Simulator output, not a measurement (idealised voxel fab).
Process module, titled voxel gate over fins
In the cross-section labelled cut, the width is 170 nm and each square cell is 5 nm.
In this document a cross-section is written as a grid of square cells. It is given as a series of bands, listed from the top down, and a band is one or more rows of cells.
In this notation a band is specified by the heights of its top and bottom, in that order and in nm, after which its materials appear from left to right, each paired with its width in nm. The word "edge to edge" attached to a single material means that material fills the band from edge to edge; the word "empty" stands for empty space.
The level at which height equals 0 is the one under which the wafer, as it arrives, is entirely one material. No lower edge exists for the bottom band, which continues downward and is notated as in "0 nm and below".
Width spec "30..40" -> top row of cells at first value, bottom row at second value, equal per-row change in between.
Reading "identical to before" for a step: not a cell of the cross-section changed in it.
Basically, "Closed voids list" tells you about the enclosed voids: empty spaces with no open way to the top, 8 cells or bigger, each written width x height at distance, where distance is from the left edge, all in nm.
On a step's line, text after the settings is the simulator commenting on that step.
The optional step-line setting "overlay nm" applies to steps with a mask and quantifies how far to the right of its planned location the mask lay, a negative value indicating leftward placement.
Read each pair as before and after one process step. The after cross-section shows only down to the lowest band that changed. The step between them and its settings are given below the pair. Pairs can come from different runs of this module on the same starting wafer. A pair continues from the pair above only where its "Pre-step view" entry says so.
Pre-step view
* 0 nm and below | Si edge to edge
* Closed voids list: none
Cross-Section Thereafter
* 5 nm to 0 nm | SiN edge to edge
* Note: structure below 0 unchanged.
* Closed voids list: none
Upper to lower cross-section via CONFORMAL_DEP: material SiN, thk nm 5
Pre-step view: as shown after the step in the preceding pair, directly above.
Cross-Section Thereafter
* 5 nm to 0 nm | empty 45, SiN 15, empty 45, SiN 15, empty 50
* Note: structure below 0 unchanged.
* Closed voids list: none
Upper to lower cross-section via MASKED_ETCH: tone cover, mask id FINS, width nm 15, pitch nm 60, etch materials SiN, depth nm 5, overlay nm 0
Pre-step view: as shown after the step in the preceding pair, directly above.
Cross-Section Thereafter
* 5 nm to 0 nm | empty 45, SiN 15, empty 45, SiN 15, empty 50
* 0 nm to -40 nm | empty 45, Si 15, empty 45, Si 15, empty 50
* Note: structure below -40 unchanged.
* Closed voids list: none
Upper to lower cross-section via MASKED_ETCH: tone cover, mask id FINS, width nm 15, pitch nm 60, etch materials Si, depth nm 40, overlay nm 0
Pre-step view: as shown after the step in the preceding pair, directly above.
Cross-Section Thereafter
* 15 nm to 5 nm | SiO2 edge to edge
* 5 nm to 0 nm | SiO2 45, SiN 15, SiO2 45, SiN 15, SiO2 50
* 0 nm to -40 nm | SiO2 45, Si 15, SiO2 45, Si 15, SiO2 50
* Note: structure below -40 unchanged.
* Closed voids list: none
Upper to lower cross-section via FILL_DEP: material SiO2, thk nm 10
Pre-step view: as shown after the step in the preceding pair, directly above.
Cross-Section Thereafter
* 5 nm to 0 nm | SiO2 45, SiN 15, SiO2 45, SiN 15, SiO2 50
* Note: structure below 0 unchanged.
* Closed voids list: none
Upper to lower cross-section via CMP: height nm 5
Pre-step view: as shown after the step in the preceding pair, directly above.
Cross-Section Thereafter
* 15 nm to 5 nm | aC edge to edge
* Note: structure below 5 unchanged.
* Closed voids list: none
Upper to lower cross-section via DIRECTIONAL_DEP: material aC, thk nm 10
Pre-step view: as shown after the step in the preceding pair, directly above.
Cross-Section Thereafter
* 40 nm to 15 nm | resist 75, empty 15, resist 80
* Note: structure below 15 unchanged.
* Closed voids list: none
Upper to lower cross-section via PATTERN: tone open, mask id RAIL, material resist, width nm 15, thk nm 25, overlay nm 0
Pre-step view: as shown after the step in the preceding pair, directly above.
Cross-Section Thereafter
* 30 nm to 15 nm | resist 75, empty 15, resist 80
* 15 nm to 5 nm | aC 75, empty 15, aC 80
* Note: structure below 5 unchanged.
* Closed voids list: none
Upper to lower cross-section via DIRECTIONAL_ETCH: etch materials aC, depth nm 10
Pre-step view: as shown after the step in the preceding pair, directly above.
Cross-Section Thereafter
* 15 nm to 5 nm | aC 75, empty 15, aC 80
* Note: structure below 5 unchanged.
* Closed voids list: none
Upper to lower cross-section via STRIP: etch materials resist
Pre-step view: as shown after the step in the preceding pair, directly above.
Cross-Section Thereafter
* 15 nm to 5 nm | aC 75, empty 15, aC 80
* 5 nm to 0 nm | SiO2 45, SiN 15, SiO2 15, empty 15, SiO2 15, SiN 15, SiO2 50
* 0 nm to -35 nm | SiO2 45, Si 15, SiO2 15, empty 15, SiO2 15, Si 15, SiO2 50
* Note: structure below -35 unchanged.
* Closed voids list: none
Upper to lower cross-section via DIRECTIONAL_ETCH: etch materials SiO2, depth nm 40
Pre-step view: as shown after the step in the preceding pair, directly above.
Cross-Section Thereafter
* 5 nm to 0 nm | SiO2 45, SiN 15, SiO2 15, empty 15, SiO2 15, SiN 15, SiO2 50
* Note: structure below 0 unchanged.
* Closed voids list: none
Upper to lower cross-section via STRIP: etch materials aC
Pre-step view: as shown after the step in the preceding pair, directly above.
Cross-Section Thereafter
* 10 nm to 5 nm | TiN 80, empty 5, TiN 85
* 5 nm to 0 nm | SiO2 45, SiN 15, SiO2 15, TiN 5, empty 5, TiN 5, SiO2 15, SiN 15, SiO2 50
* 0 nm to -30 nm | SiO2 45, Si 15, SiO2 15, TiN 5, empty 5, TiN 5, SiO2 15, Si 15, SiO2 50
* -30 nm to -35 nm | SiO2 45, Si 15, SiO2 15, TiN 15, SiO2 15, Si 15, SiO2 50
* Note: structure below -35 unchanged.
* Closed voids list: none
Upper to lower cross-section via CONFORMAL_DEP: material TiN, thk nm 5
Pre-step view: as shown after the step in the preceding pair, directly above.
Cross-Section Thereafter
* 15 nm to 10 nm | Ru edge to edge
* 10 nm to 5 nm | TiN 80, Ru 5, TiN 85
* 5 nm to 0 nm | SiO2 45, SiN 15, SiO2 15, TiN 5, Ru 5, TiN 5, SiO2 15, SiN 15, SiO2 50
* 0 nm to -30 nm | SiO2 45, Si 15, SiO2 15, TiN 5, Ru 5, TiN 5, SiO2 15, Si 15, SiO2 50
* Note: structure below -30 unchanged.
* Closed voids list: none
Upper to lower cross-section via FILL_DEP: material Ru, thk nm 5
Pre-step view: as shown after the step in the preceding pair, directly above.
Cross-Section Thereafter
* 5 nm to 0 nm | SiO2 45, SiN 15, SiO2 15, TiN 5, Ru 5, TiN 5, SiO2 15, SiN 15, SiO2 50
* Note: structure below 0 unchanged.
* Closed voids list: none
Upper to lower cross-section via CMP: height nm 5
Pre-step view: as shown after the step in the preceding pair, directly above.
Cross-Section Thereafter
* 5 nm to 0 nm | SiO2 45, SiN 15, SiO2 15, empty 15, SiO2 15, SiN 15, SiO2 50
* 0 nm to -15 nm | SiO2 45, Si 15, SiO2 15, empty 15, SiO2 15, Si 15, SiO2 50
* Note: structure below -15 unchanged.
* Closed voids list: none
Upper to lower cross-section via SELECTIVE_ETCH: etch materials W Ru TiN, depth nm 20
Pre-step view: as shown after the step in the preceding pair, directly above.
Cross-Section Thereafter
* 10 nm to 5 nm | SiO2 edge to edge
* 5 nm to 0 nm | SiO2 45, SiN 15, SiO2 45, SiN 15, SiO2 50
* 0 nm to -15 nm | SiO2 45, Si 15, SiO2 45, Si 15, SiO2 50
* Note: structure below -15 unchanged.
* Closed voids list: none
Upper to lower cross-section via FILL_DEP: material SiO2, thk nm 5
Pre-step view: as shown after the step in the preceding pair, directly above.
Cross-Section Thereafter
* 5 nm to 0 nm | SiO2 45, SiN 15, SiO2 45, SiN 15, SiO2 50
* Note: structure below 0 unchanged.
* Closed voids list: none
Upper to lower cross-section via CMP: height nm 5
Pre-step view: as shown after the step in the preceding pair, directly above.
Cross-Section Thereafter
* 5 nm to 0 nm | empty 45, SiN 15, empty 45, SiN 15, empty 50
* 0 nm to -10 nm | empty 45, Si 15, empty 45, Si 15, empty 50
* Note: structure below -10 unchanged.
* Closed voids list: none
Upper to lower cross-section via SELECTIVE_ETCH: etch materials SiO2, depth nm 15
Pre-step view: as shown after the step in the preceding pair, directly above.
Cross-Section Thereafter
* 0 nm to -10 nm | empty 45, Si 15, empty 45, Si 15, empty 50
* Note: structure below -10 unchanged.
* Closed voids list: none
Upper to lower cross-section via STRIP: etch materials SiN
Pre-step view: as shown after the step in the preceding pair, directly above.
Cross-Section Thereafter
* 5 nm to 0 nm | empty 40, HfO2 25, empty 35, HfO2 25, empty 45
* 0 nm to -5 nm | empty 40, HfO2 5, Si 15, HfO2 5, empty 35, HfO2 5, Si 15, HfO2 5, empty 45
* -5 nm to -10 nm | HfO2 45, Si 15, HfO2 45, Si 15, HfO2 50
* Note: structure below -10 unchanged.
* Closed voids list: none
Upper to lower cross-section via CONFORMAL_DEP: material HfO2, thk nm 5
Pre-step view: as shown after the step in the preceding pair, directly above.
Cross-Section Thereafter
* 10 nm to 5 nm | empty 35, TiN 35, empty 25, TiN 35, empty 40
* 5 nm to 0 nm | empty 35, TiN 5, HfO2 25, TiN 5, empty 25, TiN 5, HfO2 25, TiN 5, empty 40
* 0 nm to -5 nm | TiN 40, HfO2 5, Si 15, HfO2 5, TiN 35, HfO2 5, Si 15, HfO2 5, TiN 45
* Note: structure below -5 unchanged.
* Closed voids list: none
Upper to lower cross-section via CONFORMAL_DEP: material TiN, thk nm 5
Pre-step view: as shown after the step in the preceding pair, directly above.
Cross-Section Thereafter
* 25 nm to 10 nm | W edge to edge
* 10 nm to 5 nm | W 35, TiN 35, W 25, TiN 35, W 40
* 5 nm to 0 nm | W 35, TiN 5, HfO2 25, TiN 5, W 25, TiN 5, HfO2 25, TiN 5, W 40
* Note: structure below 0 unchanged.
* Closed voids list: none
Upper to lower cross-section via FILL_DEP: material W, thk nm 15
Pre-step view: as shown after the step in the preceding pair, directly above.
Cross-Section Thereafter
* 20 nm to 10 nm | W edge to edge
* Note: structure below 10 unchanged.
* Closed voids list: none
Upper to lower cross-section via CMP: height nm 20
Pre-step view: as shown after the step in the preceding pair, directly above.
Cross-Section Thereafter
* 30 nm to 20 nm | SiCN edge to edge
* Note: structure below 20 unchanged.
* Closed voids list: none
Upper to lower cross-section via CONFORMAL_DEP: material SiCN, thk nm 10
Pre-step view
* 0 nm to -10 nm | empty 45, Si 15, empty 45, Si 15, empty 50
* -10 nm to -15 nm | SiO2 45, Si 15, SiO2 45, Si 15, SiO2 50
* -15 nm to -30 nm | SiO2 45, Si 15, SiO2 15, TiN 5, Ru 5, TiN 5, SiO2 15, Si 15, SiO2 50
* -30 nm to -35 nm | SiO2 45, Si 15, SiO2 15, TiN 15, SiO2 15, Si 15, SiO2 50
* -35 nm to -40 nm | SiO2 45, Si 15, SiO2 45, Si 15, SiO2 50
* -40 nm and below | Si edge to edge
* Closed voids list: none
Cross-Section Thereafter
* 5 nm to 0 nm | empty 40, TiN 25, empty 35, TiN 25, empty 45
* 0 nm to -5 nm | empty 40, TiN 5, Si 15, TiN 5, empty 35, TiN 5, Si 15, TiN 5, empty 45
* -5 nm to -10 nm | TiN 45, Si 15, TiN 45, Si 15, TiN 50
* Note: structure below -10 unchanged.
* Closed voids list: none
Upper to lower cross-section via CONFORMAL_DEP: material TiN, thk nm 5
Pre-step view: as shown after the step in the preceding pair, directly above.
Cross-Section Thereafter
* 20 nm to 5 nm | W edge to edge
* 5 nm to 0 nm | W 40, TiN 25, W 35, TiN 25, W 45
* 0 nm to -5 nm | W 40, TiN 5, Si 15, TiN 5, W 35, TiN 5, Si 15, TiN 5, W 45
* Note: structure below -5 unchanged.
* Closed voids list: none
Upper to lower cross-section via FILL_DEP: material W, thk nm 15
Pre-step view: as shown after the step in the preceding pair, directly above.
Cross-Section Thereafter
* 30 nm to 20 nm | SiCN edge to edge
* Note: structure below 20 unchanged.
* Closed voids list: none
Upper to lower cross-section via CONFORMAL_DEP: material SiCN, thk nm 10
Pre-step view
* 5 nm to 0 nm | empty 45, SiN 15, empty 45, SiN 15, empty 50
* 0 nm to -10 nm | empty 45, Si 15, empty 45, Si 15, empty 50
* -10 nm to -15 nm | SiO2 45, Si 15, SiO2 45, Si 15, SiO2 50
* -15 nm to -30 nm | SiO2 45, Si 15, SiO2 15, TiN 5, Ru 5, TiN 5, SiO2 15, Si 15, SiO2 50
* -30 nm to -35 nm | SiO2 45, Si 15, SiO2 15, TiN 15, SiO2 15, Si 15, SiO2 50
* -35 nm to -40 nm | SiO2 45, Si 15, SiO2 45, Si 15, SiO2 50
* -40 nm and below | Si edge to edge
* Closed voids list: none
Cross-Section Thereafter
* 5 nm to 0 nm | empty 45, SiN 15, empty 45, SiN 15, empty 50
* 0 nm to -15 nm | empty 45, Si 15, empty 45, Si 15, empty 50
* -15 nm to -25 nm | empty 45, Si 15, empty 15, TiN 5, Ru 5, TiN 5, empty 15, Si 15, empty 50
* Note: structure below -25 unchanged.
* Closed voids list: none
Upper to lower cross-section via SELECTIVE_ETCH: etch materials SiO2, depth nm 15
Pre-step view: as shown after the step in the preceding pair, directly above.
Cross-Section Thereafter
* 0 nm to -15 nm | empty 45, Si 15, empty 45, Si 15, empty 50
* Note: structure below -15 unchanged.
* Closed voids list: none
Upper to lower cross-section via STRIP: etch materials SiN
Pre-step view: as shown after the step in the preceding pair, directly above.
Cross-Section Thereafter
* 5 nm to 0 nm | empty 40, HfO2 25, empty 35, HfO2 25, empty 45
* 0 nm to -10 nm | empty 40, HfO2 5, Si 15, HfO2 5, empty 35, HfO2 5, Si 15, HfO2 5, empty 45
* -10 nm to -15 nm | empty 40, HfO2 5, Si 15, HfO2 5, empty 5, HfO2 25, empty 5, HfO2 5, Si 15, HfO2 5, empty 45
* -15 nm to -20 nm | empty 40, HfO2 5, Si 15, HfO2 5, empty 5, HfO2 5, TiN 5, Ru 5, TiN 5, HfO2 5, empty 5, HfO2 5, Si 15, HfO2 5, empty 45
* -20 nm to -25 nm | HfO2 45, Si 15, HfO2 15, TiN 5, Ru 5, TiN 5, HfO2 15, Si 15, HfO2 50
* Note: structure below -25 unchanged.
* Closed voids list: none
Upper to lower cross-section via CONFORMAL_DEP: material HfO2, thk nm 5
Pre-step view: as shown after the step in the preceding pair, directly above.
Cross-Section Thereafter
* 10 nm to 5 nm | empty 35, TiN 35, empty 25, TiN 35, empty 40
* 5 nm to 0 nm | empty 35, TiN 5, HfO2 25, TiN 5, empty 25, TiN 5, HfO2 25, TiN 5, empty 40
* 0 nm to -5 nm | empty 35, TiN 5, HfO2 5, Si 15, HfO2 5, TiN 5, empty 25, TiN 5, HfO2 5, Si 15, HfO2 5, TiN 5, empty 40
* -5 nm to -10 nm | empty 35, TiN 5, HfO2 5, Si 15, HfO2 5, TiN 35, HfO2 5, Si 15, HfO2 5, TiN 5, empty 40
* -10 nm to -15 nm | empty 35, TiN 5, HfO2 5, Si 15, HfO2 5, TiN 5, HfO2 25, TiN 5, HfO2 5, Si 15, HfO2 5, TiN 5, empty 40
* -15 nm to -20 nm | TiN 40, HfO2 5, Si 15, HfO2 5, TiN 5, HfO2 5, TiN 5, Ru 5, TiN 5, HfO2 5, TiN 5, HfO2 5, Si 15, HfO2 5, TiN 45
* Note: structure below -20 unchanged.
* Closed voids list: none
Upper to lower cross-section via CONFORMAL_DEP: material TiN, thk nm 5
Pre-step view: as shown after the step in the preceding pair, directly above.
Cross-Section Thereafter
* 25 nm to 10 nm | W edge to edge
* 10 nm to 5 nm | W 35, TiN 35, W 25, TiN 35, W 40
* 5 nm to 0 nm | W 35, TiN 5, HfO2 25, TiN 5, W 25, TiN 5, HfO2 25, TiN 5, W 40
* 0 nm to -5 nm | W 35, TiN 5, HfO2 5, Si 15, HfO2 5, TiN 5, W 25, TiN 5, HfO2 5, Si 15, HfO2 5, TiN 5, W 40
* -5 nm to -10 nm | W 35, TiN 5, HfO2 5, Si 15, HfO2 5, TiN 35, HfO2 5, Si 15, HfO2 5, TiN 5, W 40
* -10 nm to -15 nm | W 35, TiN 5, HfO2 5, Si 15, HfO2 5, TiN 5, HfO2 25, TiN 5, HfO2 5, Si 15, HfO2 5, TiN 5, W 40
* Note: structure below -15 unchanged.
* Closed voids list: none
Upper to lower cross-section via FILL_DEP: material W, thk nm 15
Pre-step view: as shown after the step in the preceding pair, directly above.
Cross-Section Thereafter
* 20 nm to 10 nm | W edge to edge
* Note: structure below 10 unchanged.
* Closed voids list: none
Upper to lower cross-section via CMP: height nm 20
Pre-step view: as shown after the step in the preceding pair, directly above.
Cross-Section Thereafter
* 30 nm to 20 nm | SiCN edge to edge
* Note: structure below 20 unchanged.
* Closed voids list: none
Upper to lower cross-section via CONFORMAL_DEP: material SiCN, thk nm 10
Pre-step view
* 5 nm to 0 nm | SiO2 45, SiN 15, SiO2 45, SiN 15, SiO2 50
* 0 nm to -15 nm | SiO2 45, Si 15, SiO2 45, Si 15, SiO2 50
* -15 nm to -30 nm | SiO2 45, Si 15, SiO2 15, TiN 5, Ru 5, TiN 5, SiO2 15, Si 15, SiO2 50
* -30 nm to -35 nm | SiO2 45, Si 15, SiO2 15, TiN 15, SiO2 15, Si 15, SiO2 50
* -35 nm to -40 nm | SiO2 45, Si 15, SiO2 45, Si 15, SiO2 50
* -40 nm and below | Si edge to edge
* Closed voids list: none
Cross-Section Thereafter
* 5 nm to 0 nm | SiO2 45, empty 15, SiO2 45, empty 15, SiO2 50
* Note: structure below 0 unchanged.
* Closed voids list: none
Upper to lower cross-section via STRIP: etch materials SiN
Pre-step view: as shown after the step in the preceding pair, directly above.
Cross-Section Thereafter
* 0 nm to -10 nm | empty 45, Si 15, empty 45, Si 15, empty 50
* -10 nm to -15 nm | SiO2 30, empty 15, Si 15, empty 15, SiO2 15, empty 15, Si 15, empty 15, SiO2 35
* Note: structure below -15 unchanged.
* Closed voids list: none
Upper to lower cross-section via SELECTIVE_ETCH: etch materials SiO2, depth nm 15
Pre-step view: as shown after the step in the preceding pair, directly above.
Cross-Section Thereafter
* 5 nm to 0 nm | empty 40, HfO2 25, empty 35, HfO2 25, empty 45
* 0 nm to -5 nm | empty 40, HfO2 5, Si 15, HfO2 5, empty 35, HfO2 5, Si 15, HfO2 5, empty 45
* -5 nm to -10 nm | HfO2 35, empty 5, HfO2 5, Si 15, HfO2 5, empty 5, HfO2 25, empty 5, HfO2 5, Si 15, HfO2 5, empty 5, HfO2 40
* -10 nm to -15 nm | SiO2 30, HfO2 15, Si 15, HfO2 15, SiO2 15, HfO2 15, Si 15, HfO2 15, SiO2 35
* Note: structure below -15 unchanged.
* Closed voids list: none
Upper to lower cross-section via CONFORMAL_DEP: material HfO2, thk nm 5
Pre-step view: as shown after the step in the preceding pair, directly above.
Cross-Section Thereafter
* 10 nm to 5 nm | empty 35, TiN 35, empty 25, TiN 35, empty 40
* 5 nm to 0 nm | empty 35, TiN 5, HfO2 25, TiN 5, empty 25, TiN 5, HfO2 25, TiN 5, empty 40
* 0 nm to -5 nm | TiN 40, HfO2 5, Si 15, HfO2 5, TiN 35, HfO2 5, Si 15, HfO2 5, TiN 45
* -5 nm to -10 nm | HfO2 35, TiN 5, HfO2 5, Si 15, HfO2 5, TiN 5, HfO2 25, TiN 5, HfO2 5, Si 15, HfO2 5, TiN 5, HfO2 40
* Note: structure below -10 unchanged.
* Closed voids list: none
Upper to lower cross-section via CONFORMAL_DEP: material TiN, thk nm 5
Pre-step view: as shown after the step in the preceding pair, directly above.
Cross-Section Thereafter
* 25 nm to 10 nm | W edge to edge
* 10 nm to 5 nm | W 35, TiN 35, W 25, TiN 35, W 40
* 5 nm to 0 nm | W 35, TiN 5, HfO2 25, TiN 5, W 25, TiN 5, HfO2 25, TiN 5, W 40
* Note: structure below 0 unchanged.
* Closed voids list: none
Upper to lower cross-section via FILL_DEP: material W, thk nm 15
Pre-step view: as shown after the step in the preceding pair, directly above.
Cross-Section Thereafter
* 20 nm to 10 nm | W edge to edge
* Note: structure below 10 unchanged.
* Closed voids list: none
Upper to lower cross-section via CMP: height nm 20
Pre-step view: as shown after the step in the preceding pair, directly above.
Cross-Section Thereafter
* 30 nm to 20 nm | SiCN edge to edge
* Note: structure below 20 unchanged.
* Closed voids list: none
Upper to lower cross-section via CONFORMAL_DEP: material SiCN, thk nm 10
Pre-step view
* 5 nm to 0 nm | empty 45, SiN 15, empty 45, SiN 15, empty 50
* 0 nm and below | Si edge to edge
* Closed voids list: none
Cross-Section Thereafter
* 5 nm to 0 nm | empty 45, SiN 15, empty 45, SiN 15, empty 50
* 0 nm to -35 nm | empty 45, Si 15, empty 45, Si 15, empty 50
* Note: structure below -35 unchanged.
* Closed voids list: none
Upper to lower cross-section via MASKED_ETCH: tone cover, mask id FINS, width nm 15, pitch nm 60, etch materials Si, depth nm 35, overlay nm 0
Pre-step view: as shown after the step in the preceding pair, directly above.
Cross-Section Thereafter
* 15 nm to 5 nm | SiO2 edge to edge
* 5 nm to 0 nm | SiO2 45, SiN 15, SiO2 45, SiN 15, SiO2 50
* 0 nm to -35 nm | SiO2 45, Si 15, SiO2 45, Si 15, SiO2 50
* Note: structure below -35 unchanged.
* Closed voids list: none
Upper to lower cross-section via FILL_DEP: material SiO2, thk nm 10
Pre-step view: as shown after the step in the preceding pair, directly above.
Cross-Section Thereafter
* 5 nm to 0 nm | SiO2 45, SiN 15, SiO2 45, SiN 15, SiO2 50
* Note: structure below 0 unchanged.
* Closed voids list: none
Upper to lower cross-section via CMP: height nm 5
Pre-step view: as shown after the step in the preceding pair, directly above.
Cross-Section Thereafter
* 15 nm to 5 nm | aC edge to edge
* Note: structure below 5 unchanged.
* Closed voids list: none
Upper to lower cross-section via DIRECTIONAL_DEP: material aC, thk nm 10
Pre-step view: as shown after the step in the preceding pair, directly above.
Cross-Section Thereafter
* 40 nm to 15 nm | resist 75, empty 15, resist 80
* Note: structure below 15 unchanged.
* Closed voids list: none
Upper to lower cross-section via PATTERN: tone open, mask id RAIL, material resist, width nm 15, thk nm 25, overlay nm 0
Pre-step view: as shown after the step in the preceding pair, directly above.
Cross-Section Thereafter
* 30 nm to 15 nm | resist 75, empty 15, resist 80
* 15 nm to 5 nm | aC 75, empty 15, aC 80
* Note: structure below 5 unchanged.
* Closed voids list: none
Upper to lower cross-section via DIRECTIONAL_ETCH: etch materials aC, depth nm 10
Pre-step view: as shown after the step in the preceding pair, directly above.
Cross-Section Thereafter
* 15 nm to 5 nm | aC 75, empty 15, aC 80
* Note: structure below 5 unchanged.
* Closed voids list: none
Upper to lower cross-section via STRIP: etch materials resist
Pre-step view: as shown after the step in the preceding pair, directly above.
Cross-Section Thereafter
* 15 nm to 5 nm | aC 75, empty 15, aC 80
* 5 nm to 0 nm | SiO2 45, SiN 15, SiO2 15, empty 15, SiO2 15, SiN 15, SiO2 50
* 0 nm to -35 nm | SiO2 45, Si 15, SiO2 15, empty 15, SiO2 15, Si 15, SiO2 50
* Note: structure below -35 unchanged.
* Closed voids list: none
Upper to lower cross-section via DIRECTIONAL_ETCH: etch materials SiO2, depth nm 40
Pre-step view: as shown after the step in the preceding pair, directly above.
Cross-Section Thereafter
* 5 nm to 0 nm | SiO2 45, SiN 15, SiO2 15, empty 15, SiO2 15, SiN 15, SiO2 50
* Note: structure below 0 unchanged.
* Closed voids list: none
Upper to lower cross-section via STRIP: etch materials aC
Pre-step view: as shown after the step in the preceding pair, directly above.
Cross-Section Thereafter
* 10 nm to 5 nm | TiN 80, empty 5, TiN 85
* 5 nm to 0 nm | SiO2 45, SiN 15, SiO2 15, TiN 5, empty 5, TiN 5, SiO2 15, SiN 15, SiO2 50
* 0 nm to -30 nm | SiO2 45, Si 15, SiO2 15, TiN 5, empty 5, TiN 5, SiO2 15, Si 15, SiO2 50
* -30 nm to -35 nm | SiO2 45, Si 15, SiO2 15, TiN 15, SiO2 15, Si 15, SiO2 50
* Note: structure below -35 unchanged.
* Closed voids list: none
Upper to lower cross-section via CONFORMAL_DEP: material TiN, thk nm 5
Pre-step view: as shown after the step in the preceding pair, directly above.
Cross-Section Thereafter
* 15 nm to 10 nm | Ru edge to edge
* 10 nm to 5 nm | TiN 80, Ru 5, TiN 85
* 5 nm to 0 nm | SiO2 45, SiN 15, SiO2 15, TiN 5, Ru 5, TiN 5, SiO2 15, SiN 15, SiO2 50
* 0 nm to -30 nm | SiO2 45, Si 15, SiO2 15, TiN 5, Ru 5, TiN 5, SiO2 15, Si 15, SiO2 50
* Note: structure below -30 unchanged.
* Closed voids list: none
Upper to lower cross-section via FILL_DEP: material Ru, thk nm 5
Pre-step view: as shown after the step in the preceding pair, directly above.
Cross-Section Thereafter
* 5 nm to 0 nm | SiO2 45, SiN 15, SiO2 15, TiN 5, Ru 5, TiN 5, SiO2 15, SiN 15, SiO2 50
* Note: structure below 0 unchanged.
* Closed voids list: none
Upper to lower cross-section via CMP: height nm 5
Pre-step view: as shown after the step in the preceding pair, directly above.
Cross-Section Thereafter
* 5 nm to 0 nm | SiO2 45, SiN 15, SiO2 15, empty 15, SiO2 15, SiN 15, SiO2 50
* 0 nm to -15 nm | SiO2 45, Si 15, SiO2 15, empty 15, SiO2 15, Si 15, SiO2 50
* Note: structure below -15 unchanged.
* Closed voids list: none
Upper to lower cross-section via SELECTIVE_ETCH: etch materials W Ru TiN, depth nm 20
Pre-step view: as shown after the step in the preceding pair, directly above.
Cross-Section Thereafter
* 10 nm to 5 nm | SiO2 edge to edge
* 5 nm to 0 nm | SiO2 45, SiN 15, SiO2 45, SiN 15, SiO2 50
* 0 nm to -15 nm | SiO2 45, Si 15, SiO2 45, Si 15, SiO2 50
* Note: structure below -15 unchanged.
* Closed voids list: none
Upper to lower cross-section via FILL_DEP: material SiO2, thk nm 5
Pre-step view: as shown after the step in the preceding pair, directly above.
Cross-Section Thereafter
* 5 nm to 0 nm | SiO2 45, SiN 15, SiO2 45, SiN 15, SiO2 50
* Note: structure below 0 unchanged.
* Closed voids list: none
Upper to lower cross-section via CMP: height nm 5
Pre-step view: as shown after the step in the preceding pair, directly above.
Cross-Section Thereafter
* 5 nm to 0 nm | empty 45, SiN 15, empty 45, SiN 15, empty 50
* 0 nm to -10 nm | empty 45, Si 15, empty 45, Si 15, empty 50
* Note: structure below -10 unchanged.
* Closed voids list: none
Upper to lower cross-section via SELECTIVE_ETCH: etch materials SiO2, depth nm 15
Pre-step view: as shown after the step in the preceding pair, directly above.
Cross-Section Thereafter
* 0 nm to -10 nm | empty 45, Si 15, empty 45, Si 15, empty 50
* Note: structure below -10 unchanged.
* Closed voids list: none
Upper to lower cross-section via STRIP: etch materials SiN
Pre-step view: as shown after the step in the preceding pair, directly above.
Cross-Section Thereafter
* 5 nm to 0 nm | empty 40, HfO2 25, empty 35, HfO2 25, empty 45
* 0 nm to -5 nm | empty 40, HfO2 5, Si 15, HfO2 5, empty 35, HfO2 5, Si 15, HfO2 5, empty 45
* -5 nm to -10 nm | HfO2 45, Si 15, HfO2 45, Si 15, HfO2 50
* Note: structure below -10 unchanged.
* Closed voids list: none
Upper to lower cross-section via CONFORMAL_DEP: material HfO2, thk nm 5
Pre-step view: as shown after the step in the preceding pair, directly above.
Cross-Section Thereafter
* 10 nm to 5 nm | empty 35, TiN 35, empty 25, TiN 35, empty 40
* 5 nm to 0 nm | empty 35, TiN 5, HfO2 25, TiN 5, empty 25, TiN 5, HfO2 25, TiN 5, empty 40
* 0 nm to -5 nm | TiN 40, HfO2 5, Si 15, HfO2 5, TiN 35, HfO2 5, Si 15, HfO2 5, TiN 45
* Note: structure below -5 unchanged.
* Closed voids list: none
Upper to lower cross-section via CONFORMAL_DEP: material TiN, thk nm 5
Pre-step view: as shown after the step in the preceding pair, directly above.
Cross-Section Thereafter
* 25 nm to 10 nm | W edge to edge
* 10 nm to 5 nm | W 35, TiN 35, W 25, TiN 35, W 40
* 5 nm to 0 nm | W 35, TiN 5, HfO2 25, TiN 5, W 25, TiN 5, HfO2 25, TiN 5, W 40
* Note: structure below 0 unchanged.
* Closed voids list: none
Upper to lower cross-section via FILL_DEP: material W, thk nm 15
Pre-step view: as shown after the step in the preceding pair, directly above.
Cross-Section Thereafter
* 20 nm to 10 nm | W edge to edge
* Note: structure below 10 unchanged.
* Closed voids list: none
Upper to lower cross-section via CMP: height nm 20
Pre-step view: as shown after the step in the preceding pair, directly above.
Cross-Section Thereafter
* 30 nm to 20 nm | SiCN edge to edge
* Note: structure below 20 unchanged.
* Closed voids list: none
Upper to lower cross-section via CONFORMAL_DEP: material SiCN, thk nm 10
Pre-step view
* 15 nm to 5 nm | aC edge to edge
* 5 nm to 0 nm | SiO2 45, SiN 15, SiO2 45, SiN 15, SiO2 50
* 0 nm to -40 nm | SiO2 45, Si 15, SiO2 45, Si 15, SiO2 50
* -40 nm and below | Si edge to edge
* Closed voids list: none
Cross-Section Thereafter
* 40 nm to 15 nm | resist 70, empty 25, resist 75
* Note: structure below 15 unchanged.
* Closed voids list: none
Upper to lower cross-section via PATTERN: tone open, mask id RAIL, material resist, width nm 25, thk nm 25, overlay nm 0
Pre-step view: as shown after the step in the preceding pair, directly above.
Cross-Section Thereafter
* 30 nm to 15 nm | resist 70, empty 25, resist 75
* 15 nm to 5 nm | aC 70, empty 25, aC 75
* Note: structure below 5 unchanged.
* Closed voids list: none
Upper to lower cross-section via DIRECTIONAL_ETCH: etch materials aC, depth nm 10
Pre-step view: as shown after the step in the preceding pair, directly above.
Cross-Section Thereafter
* 15 nm to 5 nm | aC 70, empty 25, aC 75
* Note: structure below 5 unchanged.
* Closed voids list: none
Upper to lower cross-section via STRIP: etch materials resist
Pre-step view: as shown after the step in the preceding pair, directly above.
Cross-Section Thereafter
* 15 nm to 5 nm | aC 70, empty 25, aC 75
* 5 nm to 0 nm | SiO2 45, SiN 15, SiO2 10, empty 25, SiO2 10, SiN 15, SiO2 50
* 0 nm to -35 nm | SiO2 45, Si 15, SiO2 10, empty 25, SiO2 10, Si 15, SiO2 50
* Note: structure below -35 unchanged.
* Closed voids list: none
Upper to lower cross-section via DIRECTIONAL_ETCH: etch materials SiO2, depth nm 40
Pre-step view: as shown after the step in the preceding pair, directly above.
Cross-Section Thereafter
* 5 nm to 0 nm | SiO2 45, SiN 15, SiO2 10, empty 25, SiO2 10, SiN 15, SiO2 50
* Note: structure below 0 unchanged.
* Closed voids list: none
Upper to lower cross-section via STRIP: etch materials aC
